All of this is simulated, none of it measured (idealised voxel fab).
process module | voxel transistor to metal
cross-section cut | 180 nm wide | cells 5 nm
A cross-section is a grid of square cells, given in bands from the top down. A band is one or more rows of cells.
Each band's line starts with the height of the band's top and of its bottom, in nm. Then come its materials from left to right, each with its width in nm. One material with "throughout" fills the band from edge to edge. "air" is empty space.
Height 0 is the level under which the wafer as received is all one material. The lowest band goes on downwards, as in "0 down".
A width such as "30 to 40" changes by the same amount from each row of cells to the next, from the band's top row to its bottom row.
"no change" after a step means that no cell of the cross-section changed.
closed voids: empty space of 8 cells or more with no open way to the top, each as width x height at its distance from the left edge, in nm
after a step's settings: what the simulator itself notes on the step
overlay nm, on a step with a mask: how far to the right of its planned place the mask lay; to the left if negative
Each pair below shows a cross-section before one step and the cross-section after it, down to the lowest band that changed. The line under each pair gives the step between them, with its settings. The pairs can come from different runs of this module on the same starting wafer, so a pair continues from the pair above only where its "before" says so.
before
  0 down: Si throughout
  closed voids: none
after
  5 to 0: SiO2 throughout
  below 0: unchanged
  closed voids: none
the step between: op CONFORMAL_DEP | material SiO2 | thk nm 5
before: the cross-section after the pair above
after
  15 to 5: SiN throughout
  below 5: unchanged
  closed voids: none
the step between: op CONFORMAL_DEP | material SiN | thk nm 10
before: the cross-section after the pair above
after
  35 to 15: air 35 | resist 105 | air 40
  below 15: unchanged
  closed voids: none
the step between: op PATTERN | tone cover | mask id ACTIVE | material resist | width nm 105 | thk nm 20 | overlay nm 0
before: the cross-section after the pair above
after
  35 to 15: air 35 | resist 105 | air 40
  15 to 5: air 35 | SiN 105 | air 40
  below 5: unchanged
  closed voids: none
the step between: op DIRECTIONAL_ETCH | etch materials SiN | depth nm 10
before: the cross-section after the pair above
after
  35 to 15: air 35 | resist 105 | air 40
  15 to 5: air 35 | SiN 105 | air 40
  5 to 0: air 35 | SiO2 105 | air 40
  below 0: unchanged
  closed voids: none
the step between: op DIRECTIONAL_ETCH | etch materials SiO2 | depth nm 5
before: the cross-section after the pair above
after
  35 to 15: air 35 | resist 105 | air 40
  15 to 5: air 35 | SiN 105 | air 40
  5 to 0: air 35 | SiO2 105 | air 40
  0 to -20: air 35 | Si 105 | air 40
  below -20: unchanged
  closed voids: none
the step between: op DIRECTIONAL_ETCH | etch materials Si | depth nm 20
before: the cross-section after the pair above
after
  15 to 5: air 35 | SiN 105 | air 40
  below 5: unchanged
  closed voids: none
the step between: op STRIP | etch materials resist
before: the cross-section after the pair above
after
  15 to 5: air 35 | SiN 105 | air 40
  5 to 0: air 35 | SiO2 105 | air 40
  0 to -20: air 35 | SiO2 5 | Si 95 | SiO2 5 | air 40
  -20 to -25: SiO2 40 | Si 95 | SiO2 45
  below -25: unchanged
  closed voids: none
the step between: op OXIDIZE | depth nm 5
before: the cross-section after the pair above
after
  25 to 15: SiO2 throughout
  15 to 5: SiO2 35 | SiN 105 | SiO2 40
  5 to 0: SiO2 throughout
  0 to -25: SiO2 40 | Si 95 | SiO2 45
  below -25: unchanged
  closed voids: none
the step between: op FILL_DEP | material SiO2 | thk nm 10
before: the cross-section after the pair above
after
  15 to 5: SiO2 35 | SiN 105 | SiO2 40
  below 5: unchanged
  closed voids: none
the step between: op CMP | height nm 15
before: the cross-section after the pair above
after
  15 to 10: air 35 | SiN 105 | air 40
  below 10: unchanged
  closed voids: none
the step between: op SELECTIVE_ETCH | etch materials SiO2 | depth nm 5
before: the cross-section after the pair above
after
  10 to 5: SiO2 35 | air 105 | SiO2 40
  below 5: unchanged
  closed voids: none
the step between: op STRIP | etch materials SiN
before: the cross-section after the pair above
after
  5 to 0: SiO2 30 | air 115 | SiO2 35
  below 0: unchanged
  closed voids: none
the step between: op SELECTIVE_ETCH | etch materials SiO2 | depth nm 5
before: the cross-section after the pair above
after
  5 to 0: SiO2 30 | air 115 | SiO2 35
  0 to -5: SiO2 throughout
  below -5: unchanged
  closed voids: none
the step between: op OXIDIZE | depth nm 5
before: the cross-section after the pair above
after
  25 to 20: polySi 30 | air 115 | polySi 35
  20 to 5: polySi throughout
  5 to 0: SiO2 30 | polySi 115 | SiO2 35
  below 0: unchanged
  closed voids: none
the step between: op DIRECTIONAL_DEP | material polySi | thk nm 20
before: the cross-section after the pair above
after
  35 to 30: SiCN 30 | air 115 | SiCN 35
  30 to 25: SiCN throughout
  25 to 20: polySi 30 | SiCN 115 | polySi 35
  below 20: unchanged
  closed voids: none
the step between: op DIRECTIONAL_DEP | material SiCN | thk nm 10
before: the cross-section after the pair above
after
  55 to 35: air 75 | resist 25 | air 80
  35 to 30: SiCN 30 | air 45 | resist 25 | air 45 | SiCN 35
  below 30: unchanged
  closed voids: none
the step between: op PATTERN | tone cover | mask id GATE | material resist | width nm 25 | thk nm 20 | overlay nm 0
before: the cross-section after the pair above
after
  55 to 30: air 75 | resist 25 | air 80
  30 to 25: air 75 | SiCN 25 | air 80
  25 to 20: polySi 30 | air 45 | SiCN 25 | air 45 | polySi 35
  below 20: unchanged
  closed voids: none
the step between: op DIRECTIONAL_ETCH | etch materials SiCN | depth nm 20
before: the cross-section after the pair above
after
  55 to 30: air 75 | resist 25 | air 80
  30 to 20: air 75 | SiCN 25 | air 80
  20 to 5: air 75 | polySi 25 | air 80
  5 to 0: SiO2 30 | air 45 | polySi 25 | air 45 | SiO2 35
  below 0: unchanged
  closed voids: none
the step between: op DIRECTIONAL_ETCH | etch materials polySi | depth nm 30
before: the cross-section after the pair above
after
  30 to 20: air 75 | SiCN 25 | air 80
  below 20: unchanged
  closed voids: none
the step between: op STRIP | etch materials resist
before: the cross-section after the pair above
after
  40 to 30: air 65 | SiN 45 | air 70
  30 to 20: air 65 | SiN 10 | SiCN 25 | SiN 10 | air 70
  20 to 15: air 65 | SiN 10 | polySi 25 | SiN 10 | air 70
  15 to 10: SiN 40 | air 25 | SiN 10 | polySi 25 | SiN 10 | air 25 | SiN 45
  10 to 5: SiN 75 | polySi 25 | SiN 80
  5 to 0: SiO2 30 | SiN 45 | polySi 25 | SiN 45 | SiO2 35
  below 0: unchanged
  closed voids: none
the step between: op CONFORMAL_DEP | material SiN | thk nm 10
before: the cross-section after the pair above
after
  30 to 20: air 65 | SiN 10 | SiCN 25 | SiN 10 | air 70
  20 to 5: air 65 | SiN 10 | polySi 25 | SiN 10 | air 70
  5 to 0: SiO2 30 | SiN 10 | air 25 | SiN 10 | polySi 25 | SiN 10 | air 25 | SiN 10 | SiO2 35
  below 0: unchanged
  closed voids: none
the step between: op DIRECTIONAL_ETCH | etch materials SiN | depth nm 10
before: the cross-section after the pair above
after
  30 to 20: air 65 | SiN 10 | SiCN 25 | SiN 10 | air 70
  20 to 5: air 65 | SiN 10 | polySi 25 | SiN 10 | air 70
  5 to 0: air 30 | SiN 10 | air 25 | SiN 10 | polySi 25 | SiN 10 | air 25 | SiN 10 | air 35
  0 to -5: SiO2 40 | air 25 | SiO2 45 | air 25 | SiO2 45
  below -5: unchanged
  closed voids: none
the step between: op DIRECTIONAL_ETCH | etch materials SiO2 | depth nm 5
before: the cross-section after the pair above
after
  30 to 20: air 65 | SiN 10 | SiCN 25 | SiN 10 | air 70
  20 to 5: air 65 | SiN 10 | polySi 25 | SiN 10 | air 70
  5 to 0: air 30 | SiN 10 | air 25 | SiN 10 | polySi 25 | SiN 10 | air 25 | SiN 10 | air 35
  0 to -5: SiO2 40 | air 25 | SiO2 45 | air 25 | SiO2 45
  -5 to -15: SiO2 40 | air 25 | Si 45 | air 25 | SiO2 45
  below -15: unchanged
  closed voids: none
the step between: op DIRECTIONAL_ETCH | etch materials Si | depth nm 10
before: the cross-section after the pair above
after
  30 to 20: air 65 | SiN 10 | SiCN 25 | SiN 10 | air 70
  20 to 5: air 65 | SiN 10 | polySi 25 | SiN 10 | air 70
  5 to 0: air 30 | SiN 10 | air 15 | nSi 10 | SiN 10 | polySi 25 | SiN 10 | nSi 10 | air 15 | SiN 10 | air 35
  0 to -5: SiO2 40 | air 15 | nSi 10 | SiO2 45 | nSi 10 | air 15 | SiO2 45
  -5 to -15: SiO2 40 | nSi 25 | Si 45 | nSi 25 | SiO2 45
  below -15: unchanged
  closed voids: none
the step between: op EPI | material nSi | thk nm 10
before: the cross-section after the pair above
after
  40 to 30: SiO2 throughout
  30 to 20: SiO2 65 | SiN 10 | SiCN 25 | SiN 10 | SiO2 70
  20 to 5: SiO2 65 | SiN 10 | polySi 25 | SiN 10 | SiO2 70
  5 to 0: SiO2 30 | SiN 10 | SiO2 15 | nSi 10 | SiN 10 | polySi 25 | SiN 10 | nSi 10 | SiO2 15 | SiN 10 | SiO2 35
  0 to -5: SiO2 55 | nSi 10 | SiO2 45 | nSi 10 | SiO2 60
  below -5: unchanged
  closed voids: none
the step between: op FILL_DEP | material SiO2 | thk nm 10
before: the cross-section after the pair above
after
  30 to 20: SiO2 65 | SiN 10 | SiCN 25 | SiN 10 | SiO2 70
  below 20: unchanged
  closed voids: none
the step between: op CMP | height nm 30
before: the cross-section after the pair above
after
  40 to 30: SiO2 throughout
  below 30: unchanged
  closed voids: none
the step between: op DIRECTIONAL_DEP | material SiO2 | thk nm 10
before: the cross-section after the pair above
after
  55 to 40: aC throughout
  below 40: unchanged
  closed voids: none
the step between: op DIRECTIONAL_DEP | material aC | thk nm 15
before: the cross-section after the pair above
after
  90 to 55: resist 45 | air 25 | resist 35 | air 25 | resist 50
  below 55: unchanged
  closed voids: none
the step between: op PATTERN | tone open | mask id CONTACT | material resist | width nm 25 | pitch nm 60 | thk nm 35 | overlay nm 0
before: the cross-section after the pair above
after
  75 to 55: resist 45 | air 25 | resist 35 | air 25 | resist 50
  55 to 40: aC 45 | air 25 | aC 35 | air 25 | aC 50
  below 40: unchanged
  closed voids: none
the step between: op DIRECTIONAL_ETCH | etch materials aC | depth nm 15
before: the cross-section after the pair above
after
  55 to 40: aC 45 | air 25 | aC 35 | air 25 | aC 50
  below 40: unchanged
  closed voids: none
the step between: op STRIP | etch materials resist
before: the cross-section after the pair above
after
  55 to 40: aC 45 | air 25 | aC 35 | air 25 | aC 50
  40 to 30: SiO2 45 | air 25 | SiO2 35 | air 25 | SiO2 50
  30 to 20: SiO2 45 | air 20 | SiN 10 | SiCN 25 | SiN 10 | air 20 | SiO2 50
  20 to 5: SiO2 45 | air 20 | SiN 10 | polySi 25 | SiN 10 | air 20 | SiO2 50
  5 to 0: SiO2 30 | SiN 10 | SiO2 5 | air 10 | nSi 10 | SiN 10 | polySi 25 | SiN 10 | nSi 10 | air 10 | SiO2 5 | SiN 10 | SiO2 35
  0 to -5: SiO2 45 | air 10 | nSi 10 | SiO2 45 | nSi 10 | air 10 | SiO2 50
  below -5: unchanged
  closed voids: none
the step between: op DIRECTIONAL_ETCH | etch materials SiO2 | depth nm 45
before: the cross-section after the pair above
after
  40 to 30: SiO2 45 | air 25 | SiO2 35 | air 25 | SiO2 50
  below 30: unchanged
  closed voids: none
the step between: op STRIP | etch materials aC
before: the cross-section after the pair above
after
  45 to 40: TiN 50 | air 15 | TiN 45 | air 15 | TiN 55
  40 to 30: SiO2 45 | TiN 5 | air 15 to 10 | TiN 5 to 10 | SiO2 35 | TiN 5 to 10 | air 15 to 10 | TiN 5 | SiO2 50
  30 to 20: SiO2 45 | TiN 5 | air 10 | TiN 5 | SiN 10 | SiCN 25 | SiN 10 | TiN 5 | air 10 | TiN 5 | SiO2 50
  20 to 10: SiO2 45 | TiN 5 | air 10 | TiN 5 | SiN 10 | polySi 25 | SiN 10 | TiN 5 | air 10 | TiN 5 | SiO2 50
  10 to 5: SiO2 45 | TiN 20 | SiN 10 | polySi 25 | SiN 10 | TiN 20 | SiO2 50
  5 to 0: SiO2 30 | SiN 10 | SiO2 5 | TiN 10 | nSi 10 | SiN 10 | polySi 25 | SiN 10 | nSi 10 | TiN 10 | SiO2 5 | SiN 10 | SiO2 35
  0 to -5: SiO2 45 | TiN 10 | nSi 10 | SiO2 45 | nSi 10 | TiN 10 | SiO2 50
  below -5: unchanged
  closed voids: none
the step between: op CONFORMAL_DEP | material TiN | thk nm 5
before: the cross-section after the pair above
after
  55 to 45: Ru throughout
  45 to 40: TiN 50 | Ru 15 | TiN 45 | Ru 15 | TiN 55
  40 to 30: SiO2 45 | TiN 5 | Ru 15 to 10 | TiN 5 to 10 | SiO2 35 | TiN 5 to 10 | Ru 15 to 10 | TiN 5 | SiO2 50
  30 to 20: SiO2 45 | TiN 5 | Ru 10 | TiN 5 | SiN 10 | SiCN 25 | SiN 10 | TiN 5 | Ru 10 | TiN 5 | SiO2 50
  20 to 10: SiO2 45 | TiN 5 | Ru 10 | TiN 5 | SiN 10 | polySi 25 | SiN 10 | TiN 5 | Ru 10 | TiN 5 | SiO2 50
  below 10: unchanged
  closed voids: none
the step between: op FILL_DEP | material Ru | thk nm 10
before: the cross-section after the pair above
after
  40 to 30: SiO2 45 | TiN 5 | Ru 15 to 10 | TiN 5 to 10 | SiO2 35 | TiN 5 to 10 | Ru 15 to 10 | TiN 5 | SiO2 50
  below 30: unchanged
  closed voids: none
the step between: op CMP | height nm 40
before: the cross-section after the pair above
after
  45 to 40: TiN throughout
  below 40: unchanged
  closed voids: none
the step between: op DIRECTIONAL_DEP | material TiN | thk nm 5
before: the cross-section after the pair above
after
  70 to 45: W throughout
  below 45: unchanged
  closed voids: none
the step between: op DIRECTIONAL_DEP | material W | thk nm 25
before: the cross-section after the pair above
after
  85 to 70: aC throughout
  below 70: unchanged
  closed voids: none
the step between: op DIRECTIONAL_DEP | material aC | thk nm 15
before: the cross-section after the pair above
after
  120 to 85: air 45 | resist 15 | air 55 | resist 15 | air 50
  below 85: unchanged
  closed voids: none
the step between: op PATTERN | tone cover | mask id METAL_1 | material resist | width nm 15 | pitch nm 70 | thk nm 35 | overlay nm 0
before: the cross-section after the pair above
after
  105 to 85: air 45 | resist 15 | air 55 | resist 15 | air 50
  85 to 70: air 45 | aC 15 | air 55 | aC 15 | air 50
  below 70: unchanged
  closed voids: none
the step between: op DIRECTIONAL_ETCH | etch materials aC | depth nm 15
before: the cross-section after the pair above
after
  85 to 70: air 45 | aC 15 | air 55 | aC 15 | air 50
  below 70: unchanged
  closed voids: none
the step between: op STRIP | etch materials resist
before: the cross-section after the pair above
after
  85 to 70: air 45 | aC 15 | air 55 | aC 15 | air 50
  70 to 45: air 45 | W 15 | air 55 | W 15 | air 50
  below 45: unchanged
  closed voids: none
the step between: op DIRECTIONAL_ETCH | etch materials W | depth nm 25
before: the cross-section after the pair above
after
  85 to 70: air 45 | aC 15 | air 55 | aC 15 | air 50
  70 to 45: air 45 | W 15 | air 55 | W 15 | air 50
  45 to 40: air 45 | TiN 15 | air 55 | TiN 15 | air 50
  below 40: unchanged
  closed voids: none
the step between: op DIRECTIONAL_ETCH | etch materials TiN | depth nm 5
before: the cross-section after the pair above
after
  70 to 45: air 45 | W 15 | air 55 | W 15 | air 50
  below 45: unchanged
  closed voids: none
the step between: op STRIP | etch materials aC
before: the cross-section after the pair above
after
  75 to 70: air 40 | SiN 25 | air 45 | SiN 25 | air 45
  70 to 45: air 40 | SiN 5 | W 15 | SiN 5 | air 45 | SiN 5 | W 15 | SiN 5 | air 45
  45 to 40: SiN 45 | TiN 15 | SiN 55 | TiN 15 | SiN 50
  below 40: unchanged
  closed voids: none
the step between: op CONFORMAL_DEP | material SiN | thk nm 5
before: the cross-section after the pair above
after
  85 to 75: lowk throughout
  75 to 70: lowk 40 | SiN 25 | lowk 45 | SiN 25 | lowk 45
  70 to 45: lowk 40 | SiN 5 | W 15 | SiN 5 | lowk 45 | SiN 5 | W 15 | SiN 5 | lowk 45
  below 45: unchanged
  closed voids: none
the step between: op FILL_DEP | material lowk | thk nm 10
before: the cross-section after the pair above
after
  70 to 45: lowk 40 | SiN 5 | W 15 | SiN 5 | lowk 45 | SiN 5 | W 15 | SiN 5 | lowk 45
  below 45: unchanged
  closed voids: none
the step between: op CMP | height nm 70
before: the cross-section after the pair above
after
  75 to 70: SiCN throughout
  below 70: unchanged
  closed voids: none
the step between: op CONFORMAL_DEP | material SiCN | thk nm 5
before: the cross-section after the pair above
after
  105 to 75: lowk throughout
  below 75: unchanged
  closed voids: none
the step between: op DIRECTIONAL_DEP | material lowk | thk nm 30
before: the cross-section after the pair above
after
  120 to 105: aC throughout
  below 105: unchanged
  closed voids: none
the step between: op DIRECTIONAL_DEP | material aC | thk nm 15
before: the cross-section after the pair above
after
  155 to 120: resist 45 | air 15 | resist 55 | air 15 | resist 50
  below 120: unchanged
  closed voids: none
the step between: op PATTERN | tone open | mask id METAL_2 | material resist | width nm 15 | pitch nm 70 | thk nm 35 | overlay nm 0
before: the cross-section after the pair above
after
  140 to 120: resist 45 | air 15 | resist 55 | air 15 | resist 50
  120 to 105: aC 45 | air 15 | aC 55 | air 15 | aC 50
  below 105: unchanged
  closed voids: none
the step between: op DIRECTIONAL_ETCH | etch materials aC | depth nm 15
before: the cross-section after the pair above
after
  120 to 105: aC 45 | air 15 | aC 55 | air 15 | aC 50
  below 105: unchanged
  closed voids: none
the step between: op STRIP | etch materials resist
before: the cross-section after the pair above
after
  120 to 105: aC 45 | air 15 | aC 55 | air 15 | aC 50
  105 to 90: lowk 45 | air 15 | lowk 55 | air 15 | lowk 50
  below 90: unchanged
  closed voids: none
the step between: op DIRECTIONAL_ETCH | etch materials lowk | depth nm 15
before: the cross-section after the pair above
after
  105 to 90: lowk 45 | air 15 | lowk 55 | air 15 | lowk 50
  below 90: unchanged
  closed voids: none
the step between: op STRIP | etch materials aC
before: the cross-section after the pair above
after
  105 to 75: lowk 45 | air 15 | lowk 55 | air 15 | lowk 50
  below 75: unchanged
  closed voids: none
the step between: op MASKED_ETCH | tone open | mask id METAL_2_HOLES | width nm 15 | pitch nm 70 | etch materials lowk | depth nm 15 | overlay nm 0
before: the cross-section after the pair above
after
  105 to 75: lowk 45 | air 15 | lowk 55 | air 15 | lowk 50
  75 to 70: SiCN 45 | air 15 | SiCN 55 | air 15 | SiCN 50
  below 70: unchanged
  closed voids: none
the step between: op MASKED_ETCH | tone open | mask id METAL_2_HOLES | width nm 15 | pitch nm 70 | etch materials SiCN | depth nm 5 | overlay nm 0
before: the cross-section after the pair above
after
  110 to 105: TiN 50 | air 5 | TiN 65 | air 5 | TiN 55
  105 to 75: lowk 45 | TiN 5 | air 5 | TiN 5 | lowk 55 | TiN 5 | air 5 | TiN 5 | lowk 50
  75 to 70: SiCN 45 | TiN 15 | SiCN 55 | TiN 15 | SiCN 50
  below 70: unchanged
  closed voids: none
the step between: op CONFORMAL_DEP | material TiN | thk nm 5
before: the cross-section after the pair above
after
  120 to 110: Cu throughout
  110 to 105: TiN 50 | Cu 5 | TiN 65 | Cu 5 | TiN 55
  105 to 75: lowk 45 | TiN 5 | Cu 5 | TiN 5 | lowk 55 | TiN 5 | Cu 5 | TiN 5 | lowk 50
  below 75: unchanged
  closed voids: none
the step between: op FILL_DEP | material Cu | thk nm 10
before: the cross-section after the pair above
after
  105 to 75: lowk 45 | TiN 5 | Cu 5 | TiN 5 | lowk 55 | TiN 5 | Cu 5 | TiN 5 | lowk 50
  below 75: unchanged
  closed voids: none
the step between: op CMP | height nm 105
before: the cross-section after the pair above
after
  110 to 105: SiCN throughout
  below 105: unchanged
  closed voids: none
the step between: op CONFORMAL_DEP | material SiCN | thk nm 5
before
  120 to 110: Cu throughout
  110 to 105: TiN 50 | Cu 5 | TiN 65 | Cu 5 | TiN 55
  105 to 75: lowk 45 | TiN 5 | Cu 5 | TiN 5 | lowk 55 | TiN 5 | Cu 5 | TiN 5 | lowk 50
  75 to 70: SiCN 45 | TiN 15 | SiCN 55 | TiN 15 | SiCN 50
  70 to 45: lowk 40 | SiN 5 | W 15 | SiN 5 | lowk 45 | SiN 5 | W 15 | SiN 5 | lowk 45
  45 to 40: SiN 45 | TiN 15 | SiN 55 | TiN 15 | SiN 50
  40 to 30: SiO2 45 | TiN 5 | Ru 15 to 10 | TiN 5 to 10 | SiO2 35 | TiN 5 to 10 | Ru 15 to 10 | TiN 5 | SiO2 50
  30 to 20: SiO2 45 | TiN 5 | Ru 10 | TiN 5 | SiN 10 | SiCN 25 | SiN 10 | TiN 5 | Ru 10 | TiN 5 | SiO2 50
  20 to 10: SiO2 45 | TiN 5 | Ru 10 | TiN 5 | SiN 10 | polySi 25 | SiN 10 | TiN 5 | Ru 10 | TiN 5 | SiO2 50
  10 to 5: SiO2 45 | TiN 20 | SiN 10 | polySi 25 | SiN 10 | TiN 20 | SiO2 50
  5 to 0: SiO2 30 | SiN 10 | SiO2 5 | TiN 10 | nSi 10 | SiN 10 | polySi 25 | SiN 10 | nSi 10 | TiN 10 | SiO2 5 | SiN 10 | SiO2 35
  0 to -5: SiO2 45 | TiN 10 | nSi 10 | SiO2 45 | nSi 10 | TiN 10 | SiO2 50
  -5 to -15: SiO2 40 | nSi 25 | Si 45 | nSi 25 | SiO2 45
  -15 to -25: SiO2 40 | Si 95 | SiO2 45
  -25 down: Si throughout
  closed voids: none
after
  125 to 120: SiCN throughout
  below 120: unchanged
  closed voids: none
the step between: op CONFORMAL_DEP | material SiCN | thk nm 5
before
  35 to 15: air 35 | resist 105 | air 40
  15 to 5: air 35 | SiN 105 | air 40
  5 to 0: air 35 | SiO2 105 | air 40
  0 to -20: air 35 | Si 105 | air 40
  -20 down: Si throughout
  closed voids: none
after
  35 to 15: air 35 | resist 105 | air 40
  15 to 5: air 35 | SiN 105 | air 40
  5 to 0: air 35 | SiO2 105 | air 40
  0 to -40: air 35 | Si 105 | air 40
  below -40: unchanged
  closed voids: none
the step between: op DIRECTIONAL_ETCH | etch materials Si | depth nm 20
before: the cross-section after the pair above
after
  15 to 5: air 35 | SiN 105 | air 40
  below 5: unchanged
  closed voids: none
the step between: op STRIP | etch materials resist
before: the cross-section after the pair above
after
  15 to 5: air 35 | SiN 105 | air 40
  5 to 0: air 35 | SiO2 105 | air 40
  0 to -40: air 35 | SiO2 5 | Si 95 | SiO2 5 | air 40
  -40 to -45: SiO2 40 | Si 95 | SiO2 45
  below -45: unchanged
  closed voids: none
the step between: op OXIDIZE | depth nm 5
before: the cross-section after the pair above
after
  25 to 15: SiO2 throughout
  15 to 5: SiO2 35 | SiN 105 | SiO2 40
  5 to 0: SiO2 throughout
  0 to -45: SiO2 40 | Si 95 | SiO2 45
  below -45: unchanged
  closed voids: none
the step between: op FILL_DEP | material SiO2 | thk nm 10
before: the cross-section after the pair above
after
  15 to 5: SiO2 35 | SiN 105 | SiO2 40
  below 5: unchanged
  closed voids: none
the step between: op CMP | height nm 15
before: the cross-section after the pair above
after
  15 to 10: air 35 | SiN 105 | air 40
  below 10: unchanged
  closed voids: none
the step between: op SELECTIVE_ETCH | etch materials SiO2 | depth nm 5
before: the cross-section after the pair above
after
  10 to 5: SiO2 35 | air 105 | SiO2 40
  below 5: unchanged
  closed voids: none
the step between: op STRIP | etch materials SiN
before: the cross-section after the pair above
after
  5 to 0: SiO2 30 | air 115 | SiO2 35
  below 0: unchanged
  closed voids: none
the step between: op SELECTIVE_ETCH | etch materials SiO2 | depth nm 5
before: the cross-section after the pair above
after
  5 to 0: SiO2 30 | air 115 | SiO2 35
  0 to -5: SiO2 throughout
  below -5: unchanged
  closed voids: none
the step between: op OXIDIZE | depth nm 5
before: the cross-section after the pair above
after
  25 to 20: polySi 30 | air 115 | polySi 35
  20 to 5: polySi throughout
  5 to 0: SiO2 30 | polySi 115 | SiO2 35
  below 0: unchanged
  closed voids: none
the step between: op DIRECTIONAL_DEP | material polySi | thk nm 20
before: the cross-section after the pair above
after
  35 to 30: SiCN 30 | air 115 | SiCN 35
  30 to 25: SiCN throughout
  25 to 20: polySi 30 | SiCN 115 | polySi 35
  below 20: unchanged
  closed voids: none
the step between: op DIRECTIONAL_DEP | material SiCN | thk nm 10
before: the cross-section after the pair above
after
  55 to 35: air 75 | resist 25 | air 80
  35 to 30: SiCN 30 | air 45 | resist 25 | air 45 | SiCN 35
  below 30: unchanged
  closed voids: none
the step between: op PATTERN | tone cover | mask id GATE | material resist | width nm 25 | thk nm 20 | overlay nm 0
before: the cross-section after the pair above
after
  55 to 30: air 75 | resist 25 | air 80
  30 to 25: air 75 | SiCN 25 | air 80
  25 to 20: polySi 30 | air 45 | SiCN 25 | air 45 | polySi 35
  below 20: unchanged
  closed voids: none
the step between: op DIRECTIONAL_ETCH | etch materials SiCN | depth nm 20
before: the cross-section after the pair above
after
  55 to 30: air 75 | resist 25 | air 80
  30 to 20: air 75 | SiCN 25 | air 80
  20 to 5: air 75 | polySi 25 | air 80
  5 to 0: SiO2 30 | air 45 | polySi 25 | air 45 | SiO2 35
  below 0: unchanged
  closed voids: none
the step between: op DIRECTIONAL_ETCH | etch materials polySi | depth nm 30
before: the cross-section after the pair above
after
  30 to 20: air 75 | SiCN 25 | air 80
  below 20: unchanged
  closed voids: none
the step between: op STRIP | etch materials resist
before: the cross-section after the pair above
after
  40 to 30: air 65 | SiN 45 | air 70
  30 to 20: air 65 | SiN 10 | SiCN 25 | SiN 10 | air 70
  20 to 15: air 65 | SiN 10 | polySi 25 | SiN 10 | air 70
  15 to 10: SiN 40 | air 25 | SiN 10 | polySi 25 | SiN 10 | air 25 | SiN 45
  10 to 5: SiN 75 | polySi 25 | SiN 80
  5 to 0: SiO2 30 | SiN 45 | polySi 25 | SiN 45 | SiO2 35
  below 0: unchanged
  closed voids: none
the step between: op CONFORMAL_DEP | material SiN | thk nm 10
before: the cross-section after the pair above
after
  30 to 20: air 65 | SiN 10 | SiCN 25 | SiN 10 | air 70
  20 to 5: air 65 | SiN 10 | polySi 25 | SiN 10 | air 70
  5 to 0: SiO2 30 | SiN 10 | air 25 | SiN 10 | polySi 25 | SiN 10 | air 25 | SiN 10 | SiO2 35
  below 0: unchanged
  closed voids: none
the step between: op DIRECTIONAL_ETCH | etch materials SiN | depth nm 10
before: the cross-section after the pair above
after
  30 to 20: air 65 | SiN 10 | SiCN 25 | SiN 10 | air 70
  20 to 5: air 65 | SiN 10 | polySi 25 | SiN 10 | air 70
  5 to 0: air 30 | SiN 10 | air 25 | SiN 10 | polySi 25 | SiN 10 | air 25 | SiN 10 | air 35
  0 to -5: SiO2 40 | air 25 | SiO2 45 | air 25 | SiO2 45
  below -5: unchanged
  closed voids: none
the step between: op DIRECTIONAL_ETCH | etch materials SiO2 | depth nm 5
before: the cross-section after the pair above
after
  30 to 20: air 65 | SiN 10 | SiCN 25 | SiN 10 | air 70
  20 to 5: air 65 | SiN 10 | polySi 25 | SiN 10 | air 70
  5 to 0: air 30 | SiN 10 | air 25 | SiN 10 | polySi 25 | SiN 10 | air 25 | SiN 10 | air 35
  0 to -5: SiO2 40 | air 25 | SiO2 45 | air 25 | SiO2 45
  -5 to -15: SiO2 40 | air 25 | Si 45 | air 25 | SiO2 45
  below -15: unchanged
  closed voids: none
the step between: op DIRECTIONAL_ETCH | etch materials Si | depth nm 10
before: the cross-section after the pair above
after
  30 to 20: air 65 | SiN 10 | SiCN 25 | SiN 10 | air 70
  20 to 5: air 65 | SiN 10 | polySi 25 | SiN 10 | air 70
  5 to 0: air 30 | SiN 10 | air 15 | nSi 10 | SiN 10 | polySi 25 | SiN 10 | nSi 10 | air 15 | SiN 10 | air 35
  0 to -5: SiO2 40 | air 15 | nSi 10 | SiO2 45 | nSi 10 | air 15 | SiO2 45
  -5 to -15: SiO2 40 | nSi 25 | Si 45 | nSi 25 | SiO2 45
  below -15: unchanged
  closed voids: none
the step between: op EPI | material nSi | thk nm 10
before: the cross-section after the pair above
after
  40 to 30: SiO2 throughout
  30 to 20: SiO2 65 | SiN 10 | SiCN 25 | SiN 10 | SiO2 70
  20 to 5: SiO2 65 | SiN 10 | polySi 25 | SiN 10 | SiO2 70
  5 to 0: SiO2 30 | SiN 10 | SiO2 15 | nSi 10 | SiN 10 | polySi 25 | SiN 10 | nSi 10 | SiO2 15 | SiN 10 | SiO2 35
  0 to -5: SiO2 55 | nSi 10 | SiO2 45 | nSi 10 | SiO2 60
  below -5: unchanged
  closed voids: none
the step between: op FILL_DEP | material SiO2 | thk nm 10
before: the cross-section after the pair above
after
  30 to 20: SiO2 65 | SiN 10 | SiCN 25 | SiN 10 | SiO2 70
  below 20: unchanged
  closed voids: none
the step between: op CMP | height nm 30
before: the cross-section after the pair above
after
  40 to 30: SiO2 throughout
  below 30: unchanged
  closed voids: none
the step between: op DIRECTIONAL_DEP | material SiO2 | thk nm 10
before: the cross-section after the pair above
after
  55 to 40: aC throughout
  below 40: unchanged
  closed voids: none
the step between: op DIRECTIONAL_DEP | material aC | thk nm 15
before: the cross-section after the pair above
after
  90 to 55: resist 45 | air 25 | resist 35 | air 25 | resist 50
  below 55: unchanged
  closed voids: none
the step between: op PATTERN | tone open | mask id CONTACT | material resist | width nm 25 | pitch nm 60 | thk nm 35 | overlay nm 0
before: the cross-section after the pair above
after
  75 to 55: resist 45 | air 25 | resist 35 | air 25 | resist 50
  55 to 40: aC 45 | air 25 | aC 35 | air 25 | aC 50
  below 40: unchanged
  closed voids: none
the step between: op DIRECTIONAL_ETCH | etch materials aC | depth nm 15
before: the cross-section after the pair above
after
  55 to 40: aC 45 | air 25 | aC 35 | air 25 | aC 50
  below 40: unchanged
  closed voids: none
the step between: op STRIP | etch materials resist
before: the cross-section after the pair above
after
  55 to 40: aC 45 | air 25 | aC 35 | air 25 | aC 50
  40 to 30: SiO2 45 | air 25 | SiO2 35 | air 25 | SiO2 50
  30 to 20: SiO2 45 | air 20 | SiN 10 | SiCN 25 | SiN 10 | air 20 | SiO2 50
  20 to 5: SiO2 45 | air 20 | SiN 10 | polySi 25 | SiN 10 | air 20 | SiO2 50
  5 to 0: SiO2 30 | SiN 10 | SiO2 5 | air 10 | nSi 10 | SiN 10 | polySi 25 | SiN 10 | nSi 10 | air 10 | SiO2 5 | SiN 10 | SiO2 35
  0 to -5: SiO2 45 | air 10 | nSi 10 | SiO2 45 | nSi 10 | air 10 | SiO2 50
  below -5: unchanged
  closed voids: none
the step between: op DIRECTIONAL_ETCH | etch materials SiO2 | depth nm 45
before: the cross-section after the pair above
after
  40 to 30: SiO2 45 | air 25 | SiO2 35 | air 25 | SiO2 50
  below 30: unchanged
  closed voids: none
the step between: op STRIP | etch materials aC
